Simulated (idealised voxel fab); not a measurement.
Process module name: voxel lift off
Cross-section cut: width 210 nm, square cells of 5 nm.
Cross-section = grid of square cells, listed top down in bands; band = one or more rows. The entry gives the band's vertical extent as a top height and a bottom height in nm, then its horizontal make-up as materials from left to right, each with a width in nm. "empty" stands for empty space; a single material marked "all across" fills the band edge to edge. Heights from 0 (as-received wafer is one material below). Bottom band endless downward, as "0 down". So if you see something like "30->40" for the width, read it as the top row of the band sitting at the first number and the bottom row at the second, with every row in between moving by the same amount as the last. The designation "no modification", where it is given for a processing step, indicates that no cell of the cross-section was altered in the course of that step. Closed void entries: empty space of 8 cells or more with no open way to the top, each as width x height at its distance from the left edge, in nm. Whatever follows a step's settings on its line is a remark the simulator itself makes about that step. Among the settings permitted on a step's line is "overlay nm"; applied to a step with a mask, it specifies the extent to which the mask lay to the right of its planned position, whereas a negative figure signifies a position to the left.

Process steps foreseen in the plan
step 1: RECEIVE with material Si
step 2: CONFORMAL_DEP with material SiO2, thk nm 10
step 3: PATTERN with tone open, mask id LINES, material resist, width nm 20, pitch nm 35, thk nm 20, overlay nm 0
step 4: DIRECTIONAL_DEP with material Ru, thk nm 10
step 5: STRIP with etch materials resist
step 6: CONFORMAL_DEP with material SiN, thk nm 5

Account of the first of two wafers, which was processed as intended

Incoming wafer in cross-section (state: after step 1)
* 0 down  Si all across
* Closed void entries: none

After step 2: wafer cross-section
* 10 to 0  SiO2 all across
* Beneath the level 0, the cross-section is identical to its previous state.

After step 3: wafer cross-section
* 30 to 10  resist (75) / empty (20) / resist (15) / empty (20) / resist (80)
* Beneath the level 10, the cross-section is identical to its previous state.

After step 4: wafer cross-section
* 40 to 30  Ru (75) / empty (20) / Ru (15) / empty (20) / Ru (80)
* 30 to 20  resist (75) / empty (20) / resist (15) / empty (20) / resist (80)
* 20 to 10  resist (75) / Ru (20) / resist (15) / Ru (20) / resist (80)
* Beneath the level 10, the cross-section is identical to its previous state.

After step 5: wafer cross-section
* 20 to 10  empty (75) / Ru (20) / empty (15) / Ru (20) / empty (80)
* Beneath the level 10, the cross-section is identical to its previous state.

After step 6: wafer cross-section
* 25 to 20  empty (70) / SiN (30) / empty (5) / SiN (30) / empty (75)
* 20 to 15  empty (70) / SiN (5) / Ru (20) / SiN (5) / empty (5) / SiN (5) / Ru (20) / SiN (5) / empty (75)
* 15 to 10  SiN (75) / Ru (20) / SiN (15) / Ru (20) / SiN (80)
* Beneath the level 10, the cross-section is identical to its previous state.

Companion wafer, the second of two: same beginning, same intended sequence, one mistake in carrying it out; through step 2 inclusive it tracks the first exactly

Second wafer profile in section, at the moment step 3 of the plan was meant to be complete
* 30 to 10  empty (75) / resist (20) / empty (15) / resist (20) / empty (80)
* Beneath the level 10, the cross-section is identical to its previous state.

Second wafer profile in section, at the moment step 4 of the plan was meant to be complete
* 40 to 30  empty (75) / Ru (20) / empty (15) / Ru (20) / empty (80)
* 30 to 20  empty (75) / resist (20) / empty (15) / resist (20) / empty (80)
* 20 to 10  Ru (75) / resist (20) / Ru (15) / resist (20) / Ru (80)
* Beneath the level 10, the cross-section is identical to its previous state.

Second wafer profile in section, at the moment step 5 of the plan was meant to be complete
* 20 to 10  Ru (75) / empty (20) / Ru (15) / empty (20) / Ru (80)
* Beneath the level 10, the cross-section is identical to its previous state.

Second wafer profile in section, at the moment step 6 of the plan was meant to be complete
* 25 to 20  SiN (80) / empty (10) / SiN (25) / empty (10) / SiN (85)
* 20 to 15  Ru (75) / SiN (5) / empty (10) / SiN (5) / Ru (15) / SiN (5) / empty (10) / SiN (5) / Ru (80)
* 15 to 10  Ru (75) / SiN (20) / Ru (15) / SiN (20) / Ru (80)
* Beneath the level 10, the cross-section is identical to its previous state.
Error vs. plan: contrary to plan, step 3 was performed as PATTERN with tone cover, mask id LINES, material resist, width nm 20, pitch nm 35, thk nm 20, overlay nm 0
Bottom line after processing is that, in cells, the second wafer is up or down on some materials versus the first: Ru: 52 more
